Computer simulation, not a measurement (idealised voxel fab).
process module | voxel tone inversion
cross-section cut | 230 nm wide | cells 5 nm
A cross-section is a grid of square cells, given in bands from the top down. A band is one or more rows of cells.
Each band's line starts with the height of the band's top and of its bottom, in nm. Then come its materials from left to right, each with its width in nm. One material with "throughout" fills the band from edge to edge. "air" is empty space.
Height 0 is the level under which the wafer as received is all one material. The lowest band goes on downwards, as in "0 down".
A width such as "30 to 40" changes by the same amount from each row of cells to the next, from the band's top row to its bottom row.
"no change" after a step means that no cell of the cross-section changed.
closed voids: empty space of 8 cells or more with no open way to the top, each as width x height at its distance from the left edge, in nm
after a step's settings: what the simulator itself notes on the step
overlay nm, on a step with a mask: how far to the right of its planned place the mask lay; to the left if negative
plan
1 op RECEIVE | material Si
2 op CONFORMAL_DEP | material SiN | thk nm 5
3 op DIRECTIONAL_DEP | material aC | thk nm 5
4 op PATTERN | tone cover | mask id POSTS | material resist | width nm 25 | pitch nm 40 | thk nm 20 | overlay nm 0
5 op DIRECTIONAL_ETCH | etch materials aC | depth nm 15
6 op STRIP | etch materials resist
7 op FILL_DEP | material lowk | thk nm 10
8 op CMP | height nm 20
9 op STRIP | etch materials aC
10 op CONFORMAL_DEP | material TiN | thk nm 5
11 op FILL_DEP | material Ru | thk nm 5
12 op CMP | height nm 20
13 op CONFORMAL_DEP | material SiN | thk nm 5
varied across the wafers: thk nm of step 3. The plan shows the first wafer's value. All wafers start alike
first wafer as received, after step 1
  0 down: Si throughout
  closed voids: none
each wafer at the end: cells of each material gained (+) or lost (-) since it was received, then its closed voids
thk nm 5 | +92 SiN | +10 aC | +128 lowk | closed voids: none
thk nm 10 | +92 SiN | +20 aC | +118 lowk | closed voids: none
thk nm 15 | +12 Ru | +92 SiN | +18 TiN | +108 lowk | closed voids: none
